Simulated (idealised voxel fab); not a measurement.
The document below concerns the process module designated voxel transistor to metal.
cross-section cut | 160 nm wide | cells 5 nm
For the purposes of this document, a cross-section shall be understood as a grid of square cells, specified as bands listed in top-to-bottom order, each band consisting of one or more rows of cells. This entry defines a band. It first specifies the height of the band's top and the height of its bottom in nm, and then specifies the band's materials from left to right, stating each material with its width in nm. The word "all across" identifies a single material that fills the band from edge to edge, while the word "air" identifies empty space. It should be noted that heights are counted from 0, beneath which the wafer as supplied is of one material throughout, and that the lowest band possesses no lower boundary but continues downward, as written in "from 0 down". Width "30..40": first value at the band's top row of cells, second value at its bottom row, equal change from row to row. Given "remains unaltered" for a step, no cell of the cross-section differs between before and after that step. If an empty space has no open way to the top and is at least 8 cells in size, "Sealed void inventory" lists it, written width x height at distance, where distance is measured from the left edge and every value is in nm. Where a step's line continues beyond its settings, the continuation is a remark by the simulator itself on that step. overlay nm: right-of-plan distance of the mask on a masked step; negative values mean left-of-plan.

### Set out below are the planned steps of the process
1,RECEIVE, material Si
2,OXIDIZE, depth nm 5
3,CONFORMAL_DEP, material SiN, thk nm 10
4,MASKED_ETCH, tone cover, mask id ACTIVE, width nm 110, etch materials SiN, depth nm 10, overlay nm 0
5,MASKED_ETCH, tone cover, mask id ACTIVE, width nm 110, etch materials SiO2, depth nm 5, overlay nm 0
6,MASKED_ETCH, tone cover, mask id ACTIVE, width nm 110, etch materials Si, depth nm 25, overlay nm 0
7,FILL_DEP, material SiO2, thk nm 5
8,CMP, height nm 10
9,SELECTIVE_ETCH, etch materials SiO2, depth nm 5
10,STRIP, etch materials SiN
11,SELECTIVE_ETCH, etch materials SiO2, depth nm 5
12,OXIDIZE, depth nm 5
13,DIRECTIONAL_DEP, material polySi, thk nm 20
14,DIRECTIONAL_DEP, material SiCN, thk nm 15
15,PATTERN, tone cover, mask id GATE, material resist, width nm 30, thk nm 15, overlay nm 0
16,DIRECTIONAL_ETCH, etch materials SiCN, depth nm 25
17,DIRECTIONAL_ETCH, etch materials polySi, depth nm 30
18,STRIP, etch materials resist
19,CONFORMAL_DEP, material SiO2, thk nm 5
20,DIRECTIONAL_ETCH, etch materials SiO2, depth nm 5
21,CONFORMAL_DEP, material SiN, thk nm 10
22,DIRECTIONAL_ETCH, etch materials SiN, depth nm 10
23,DIRECTIONAL_ETCH, etch materials SiO2, depth nm 5
24,EPI, material nSi, thk nm 5
25,FILL_DEP, material SiO2, thk nm 5
26,CMP, height nm 15
27,STRIP, etch materials polySi
28,SELECTIVE_ETCH, etch materials SiO2, depth nm 5
29,CONFORMAL_DEP, material HfO2, thk nm 5
30,CONFORMAL_DEP, material TiN, thk nm 5
31,FILL_DEP, material W, thk nm 5
32,CMP, height nm 10
33,DIRECTIONAL_DEP, material SiO2, thk nm 10
34,MASKED_ETCH, tone open, mask id CONTACT, width nm 20, pitch nm 80, etch materials SiO2, depth nm 25, overlay nm 0
35,CONFORMAL_DEP, material TiN, thk nm 5
36,FILL_DEP, material W, thk nm 10
37,CMP, height nm 20
38,DIRECTIONAL_DEP, material TiN, thk nm 5
39,DIRECTIONAL_DEP, material W, thk nm 25
40,MASKED_ETCH, tone cover, mask id METAL_1, width nm 20, pitch nm 80, etch materials W, depth nm 25, overlay nm 0
41,MASKED_ETCH, tone cover, mask id METAL_1, width nm 20, pitch nm 80, etch materials TiN, depth nm 5, overlay nm -15
42,CONFORMAL_DEP, material SiCN, thk nm 5
43,FILL_DEP, material lowk, thk nm 10
44,CMP, height nm 50
45,CONFORMAL_DEP, material SiCN, thk nm 5
Same starting wafers, different overlay nm at step 41. Plan value belongs to the first wafer.

### Incoming state of the first of several wafers in cross-section: after step 1
    from 0 down: Si all across
    Sealed void inventory: none

### The following table contains a row per wafer, in which are reported, at the conclusion of the module, the cells of each material gained (+) or lost (-) since the wafer's receipt, with its closed voids given thereafter
overlay nm -15 | +14 HfO2 | -104 Si | +76 SiCN | +16 SiN | +140 SiO2 | +48 TiN | +62 W | +94 lowk | +6 nSi | Sealed void inventory: none
overlay nm -10 | +14 HfO2 | -104 Si | +76 SiCN | +16 SiN | +140 SiO2 | +46 TiN | +62 W | +96 lowk | +6 nSi | Sealed void inventory: none
overlay nm -5 | +14 HfO2 | -104 Si | +76 SiCN | +16 SiN | +140 SiO2 | +44 TiN | +62 W | +98 lowk | +6 nSi | Sealed void inventory: none
overlay nm 0 | +14 HfO2 | -104 Si | +76 SiCN | +16 SiN | +140 SiO2 | +42 TiN | +62 W | +100 lowk | +6 nSi | Sealed void inventory: none
overlay nm 5 | +14 HfO2 | -104 Si | +76 SiCN | +16 SiN | +140 SiO2 | +44 TiN | +62 W | +98 lowk | +6 nSi | Sealed void inventory: none
overlay nm 10 | +14 HfO2 | -104 Si | +76 SiCN | +16 SiN | +140 SiO2 | +46 TiN | +62 W | +96 lowk | +6 nSi | Sealed void inventory: none
overlay nm 15 | +14 HfO2 | -104 Si | +76 SiCN | +16 SiN | +140 SiO2 | +48 TiN | +62 W | +94 lowk | +6 nSi | Sealed void inventory: none
